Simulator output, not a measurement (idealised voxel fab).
The document below concerns the process module designated voxel self aligned vias.
Displayed cross-section: cut, width of 275 nm, square cells sized 5 nm.
How to read a cross-section here: the picture is a grid of square cells, written as bands going from the top down, and any band can span one or more rows of cells. Band: top height; bottom height; in nm. Then, left to right: material with width in nm, for each material. "all across": a single material spanning edge to edge. "air": empty space. We count height from 0. Below that, the starting wafer is all one material. The lowest band never ends at the bottom but goes on down; see "0..down" for how that is written. So if you see something like "30..40" for the width, read it as the top row of the band sitting at the first number and the bottom row at the second, with every row in between moving by the same amount as the last. No cell of the cross-section changed in a step that is given as "no change". Under "Enclosed internal voids" you'll find the enclosed gaps, the ones with no way out to the top, that are 8 cells or bigger; each reads width x height at distance, with distance counted from the left edge, everything in nm. Step line, after settings: the simulator's comment on this step. Each step line may optionally specify "overlay nm", which for a step with a mask gives the rightward distance between the mask's planned place and where it lay, a negative value indicating the leftward direction.

**plan**
- 1: RECEIVE,material Si
- 2: CONFORMAL_DEP,material SiO2,thk nm 15
- 3: CONFORMAL_DEP,material SiCN,thk nm 5
- 4: DIRECTIONAL_DEP,material lowk,thk nm 30
- 5: DIRECTIONAL_DEP,material aC,thk nm 10
- 6: PATTERN,tone open,mask id LINES,material resist,width nm 25,pitch nm 75,thk nm 30,overlay nm 0
- 7: DIRECTIONAL_ETCH,etch materials aC,depth nm 10
- 8: STRIP,etch materials resist
- 9: DIRECTIONAL_ETCH,etch materials lowk,depth nm 30
- 10: STRIP,etch materials aC
- 11: CONFORMAL_DEP,material TiN,thk nm 5
- 12: FILL_DEP,material Ru,thk nm 10
- 13: CMP,height nm 50
- 14: SELECTIVE_ETCH,etch materials W Ru TiN,depth nm 10
- 15: FILL_DEP,material SiN,thk nm 5
- 16: CMP,height nm 50
- 17: DIRECTIONAL_DEP,material lowk,thk nm 20
- 18: MASKED_ETCH,tone open,mask id VIAS,width nm 45,pitch nm 75,etch materials lowk,depth nm 20,overlay nm 0
- 19: MASKED_ETCH,tone open,mask id VIAS,width nm 45,pitch nm 75,etch materials SiN,depth nm 10,overlay nm 0
- 20: CONFORMAL_DEP,material TiN,thk nm 5
- 21: FILL_DEP,material W,thk nm 5
- 22: CMP,height nm 70
- 23: CONFORMAL_DEP,material SiCN,thk nm 5

**First of the two wafers, run per plan**

**Cross-section of the wafer upon arrival, representing the state reached after step 1**
* 0..down: Si all across
* Enclosed internal voids: none

**Cross-section through the wafer, step 2 finished**
* 15..0: SiO2 all across
* Under the height 0 nothing was changed.

**Cross-section through the wafer, step 3 finished**
* 20..15: SiCN all across
* Under the height 15 nothing was changed.

**Cross-section through the wafer, step 4 finished**
* 50..20: lowk all across
* Under the height 20 nothing was changed.

**Cross-section through the wafer, step 5 finished**
* 60..50: aC all across
* Under the height 50 nothing was changed.

**Cross-section through the wafer, step 6 finished**
* 90..60: resist 50 nm / air 25 nm / resist 50 nm / air 25 nm / resist 50 nm / air 25 nm / resist 50 nm
* Under the height 60 nothing was changed.

**Cross-section through the wafer, step 7 finished**
* 80..60: resist 50 nm / air 25 nm / resist 50 nm / air 25 nm / resist 50 nm / air 25 nm / resist 50 nm
* 60..50: aC 50 nm / air 25 nm / aC 50 nm / air 25 nm / aC 50 nm / air 25 nm / aC 50 nm
* Under the height 50 nothing was changed.

**Cross-section through the wafer, step 8 finished**
* 60..50: aC 50 nm / air 25 nm / aC 50 nm / air 25 nm / aC 50 nm / air 25 nm / aC 50 nm
* Under the height 50 nothing was changed.

**Cross-section through the wafer, step 9 finished**
* 60..50: aC 50 nm / air 25 nm / aC 50 nm / air 25 nm / aC 50 nm / air 25 nm / aC 50 nm
* 50..20: lowk 50 nm / air 25 nm / lowk 50 nm / air 25 nm / lowk 50 nm / air 25 nm / lowk 50 nm
* Under the height 20 nothing was changed.

**Cross-section through the wafer, step 10 finished**
* 50..20: lowk 50 nm / air 25 nm / lowk 50 nm / air 25 nm / lowk 50 nm / air 25 nm / lowk 50 nm
* Under the height 20 nothing was changed.

**Cross-section through the wafer, step 11 finished**
* 55..50: TiN 55 nm / air 15 nm / TiN 60 nm / air 15 nm / TiN 60 nm / air 15 nm / TiN 55 nm
* 50..25: lowk 50 nm / TiN 5 nm / air 15 nm / TiN 5 nm / lowk 50 nm / TiN 5 nm / air 15 nm / TiN 5 nm / lowk 50 nm / TiN 5 nm / air 15 nm / TiN 5 nm / lowk 50 nm
* 25..20: lowk 50 nm / TiN 25 nm / lowk 50 nm / TiN 25 nm / lowk 50 nm / TiN 25 nm / lowk 50 nm
* Under the height 20 nothing was changed.

**Cross-section through the wafer, step 12 finished**
* 65..55: Ru all across
* 55..50: TiN 55 nm / Ru 15 nm / TiN 60 nm / Ru 15 nm / TiN 60 nm / Ru 15 nm / TiN 55 nm
* 50..25: lowk 50 nm / TiN 5 nm / Ru 15 nm / TiN 5 nm / lowk 50 nm / TiN 5 nm / Ru 15 nm / TiN 5 nm / lowk 50 nm / TiN 5 nm / Ru 15 nm / TiN 5 nm / lowk 50 nm
* Under the height 25 nothing was changed.

**Cross-section through the wafer, step 13 finished**
* 50..25: lowk 50 nm / TiN 5 nm / Ru 15 nm / TiN 5 nm / lowk 50 nm / TiN 5 nm / Ru 15 nm / TiN 5 nm / lowk 50 nm / TiN 5 nm / Ru 15 nm / TiN 5 nm / lowk 50 nm
* Under the height 25 nothing was changed.

**Cross-section through the wafer, step 14 finished**
* 50..40: lowk 50 nm / air 25 nm / lowk 50 nm / air 25 nm / lowk 50 nm / air 25 nm / lowk 50 nm
* Under the height 40 nothing was changed.

**Cross-section through the wafer, step 15 finished**
* 55..50: SiN all across
* 50..40: lowk 50 nm / SiN 25 nm / lowk 50 nm / SiN 25 nm / lowk 50 nm / SiN 25 nm / lowk 50 nm
* Under the height 40 nothing was changed.

**Cross-section through the wafer, step 16 finished**
* 50..40: lowk 50 nm / SiN 25 nm / lowk 50 nm / SiN 25 nm / lowk 50 nm / SiN 25 nm / lowk 50 nm
* Under the height 40 nothing was changed.

**Cross-section through the wafer, step 17 finished**
* 70..50: lowk all across
* Under the height 50 nothing was changed.

**Cross-section through the wafer, step 18 finished**
* 70..50: lowk 40 nm / air 45 nm / lowk 30 nm / air 45 nm / lowk 30 nm / air 45 nm / lowk 40 nm
* Under the height 50 nothing was changed.

**Cross-section through the wafer, step 19 finished**
* 70..50: lowk 40 nm / air 45 nm / lowk 30 nm / air 45 nm / lowk 30 nm / air 45 nm / lowk 40 nm
* 50..40: lowk 50 nm / air 25 nm / lowk 50 nm / air 25 nm / lowk 50 nm / air 25 nm / lowk 50 nm
* Under the height 40 nothing was changed.

**Cross-section through the wafer, step 20 finished**
* 75..70: TiN 45 nm / air 35 nm / TiN 40 nm / air 35 nm / TiN 40 nm / air 35 nm / TiN 45 nm
* 70..55: lowk 40 nm / TiN 5 nm / air 35 nm / TiN 5 nm / lowk 30 nm / TiN 5 nm / air 35 nm / TiN 5 nm / lowk 30 nm / TiN 5 nm / air 35 nm / TiN 5 nm / lowk 40 nm
* 55..45: lowk 40..50 nm / TiN 15..5 nm / air 15 nm / TiN 15..5 nm / lowk 30..50 nm / TiN 15..5 nm / air 15 nm / TiN 15..5 nm / lowk 30..50 nm / TiN 15..5 nm / air 15 nm / TiN 15..5 nm / lowk 40..50 nm
* 45..40: lowk 50 nm / TiN 25 nm / lowk 50 nm / TiN 25 nm / lowk 50 nm / TiN 25 nm / lowk 50 nm
* Under the height 40 nothing was changed.

**Cross-section through the wafer, step 21 finished**
* 80..75: W all across
* 75..70: TiN 45 nm / W 35 nm / TiN 40 nm / W 35 nm / TiN 40 nm / W 35 nm / TiN 45 nm
* 70..55: lowk 40 nm / TiN 5 nm / W 35 nm / TiN 5 nm / lowk 30 nm / TiN 5 nm / W 35 nm / TiN 5 nm / lowk 30 nm / TiN 5 nm / W 35 nm / TiN 5 nm / lowk 40 nm
* 55..45: lowk 40..50 nm / TiN 15..5 nm / W 15 nm / TiN 15..5 nm / lowk 30..50 nm / TiN 15..5 nm / W 15 nm / TiN 15..5 nm / lowk 30..50 nm / TiN 15..5 nm / W 15 nm / TiN 15..5 nm / lowk 40..50 nm
* Under the height 45 nothing was changed.

**Cross-section through the wafer, step 22 finished**
* 70..55: lowk 40 nm / TiN 5 nm / W 35 nm / TiN 5 nm / lowk 30 nm / TiN 5 nm / W 35 nm / TiN 5 nm / lowk 30 nm / TiN 5 nm / W 35 nm / TiN 5 nm / lowk 40 nm
* Under the height 55 nothing was changed.

**Cross-section through the wafer, step 23 finished**
* 75..70: SiCN all across
* Under the height 70 nothing was changed.

**Second wafer - shared start and plan with the first - one error in running - same as the first up to step 2 inclusive**

**Planned end of step 3: second wafer, cross-section**
* 45..15: lowk all across
* Under the height 15 nothing was changed.

**Planned end of step 4: second wafer, cross-section**
* 50..45: SiCN all across
* Under the height 45 nothing was changed.

**Planned end of step 5: second wafer, cross-section**
* 60..50: aC all across
* Under the height 50 nothing was changed.

**Planned end of step 6: second wafer, cross-section**
* 90..60: resist 50 nm / air 25 nm / resist 50 nm / air 25 nm / resist 50 nm / air 25 nm / resist 50 nm
* Under the height 60 nothing was changed.

**Planned end of step 7: second wafer, cross-section**
* 80..60: resist 50 nm / air 25 nm / resist 50 nm / air 25 nm / resist 50 nm / air 25 nm / resist 50 nm
* 60..50: aC 50 nm / air 25 nm / aC 50 nm / air 25 nm / aC 50 nm / air 25 nm / aC 50 nm
* Under the height 50 nothing was changed.

**Planned end of step 8: second wafer, cross-section**
* 60..50: aC 50 nm / air 25 nm / aC 50 nm / air 25 nm / aC 50 nm / air 25 nm / aC 50 nm
* Under the height 50 nothing was changed.

Planned end of step 9: second wafer, cross-section: no change

**Planned end of step 10: second wafer, cross-section**
* 50..45: SiCN all across
* Under the height 45 nothing was changed.

**Planned end of step 11: second wafer, cross-section**
* 55..50: TiN all across
* Under the height 50 nothing was changed.

**Planned end of step 12: second wafer, cross-section**
* 65..55: Ru all across
* Under the height 55 nothing was changed.

**Planned end of step 13: second wafer, cross-section**
* 50..45: SiCN all across
* Under the height 45 nothing was changed.

Planned end of step 14: second wafer, cross-section: no change

**Planned end of step 15: second wafer, cross-section**
* 55..50: SiN all across
* Under the height 50 nothing was changed.

**Planned end of step 16: second wafer, cross-section**
* 50..45: SiCN all across
* Under the height 45 nothing was changed.

**Planned end of step 17: second wafer, cross-section**
* 70..50: lowk all across
* Under the height 50 nothing was changed.

**Planned end of step 18: second wafer, cross-section**
* 70..50: lowk 40 nm / air 45 nm / lowk 30 nm / air 45 nm / lowk 30 nm / air 45 nm / lowk 40 nm
* Under the height 50 nothing was changed.

Planned end of step 19: second wafer, cross-section: no change

**Planned end of step 20: second wafer, cross-section**
* 75..70: TiN 45 nm / air 35 nm / TiN 40 nm / air 35 nm / TiN 40 nm / air 35 nm / TiN 45 nm
* 70..55: lowk 40 nm / TiN 5 nm / air 35 nm / TiN 5 nm / lowk 30 nm / TiN 5 nm / air 35 nm / TiN 5 nm / lowk 30 nm / TiN 5 nm / air 35 nm / TiN 5 nm / lowk 40 nm
* 55..50: lowk 40 nm / TiN 45 nm / lowk 30 nm / TiN 45 nm / lowk 30 nm / TiN 45 nm / lowk 40 nm
* Under the height 50 nothing was changed.

**Planned end of step 21: second wafer, cross-section**
* 80..75: W all across
* 75..70: TiN 45 nm / W 35 nm / TiN 40 nm / W 35 nm / TiN 40 nm / W 35 nm / TiN 45 nm
* 70..55: lowk 40 nm / TiN 5 nm / W 35 nm / TiN 5 nm / lowk 30 nm / TiN 5 nm / W 35 nm / TiN 5 nm / lowk 30 nm / TiN 5 nm / W 35 nm / TiN 5 nm / lowk 40 nm
* Under the height 55 nothing was changed.

**Planned end of step 22: second wafer, cross-section**
* 70..55: lowk 40 nm / TiN 5 nm / W 35 nm / TiN 5 nm / lowk 30 nm / TiN 5 nm / W 35 nm / TiN 5 nm / lowk 30 nm / TiN 5 nm / W 35 nm / TiN 5 nm / lowk 40 nm
* Under the height 55 nothing was changed.

**Planned end of step 23: second wafer, cross-section**
* 75..70: SiCN all across
* Under the height 70 nothing was changed.
Processing error: deviation from plan: step 4 and step 3 executed in one another's positions
Final wafer comparison in cells, second versus first, more or fewer per material: Ru: 27 fewer | TiN: 45 fewer | W: 18 fewer | lowk: 90 more
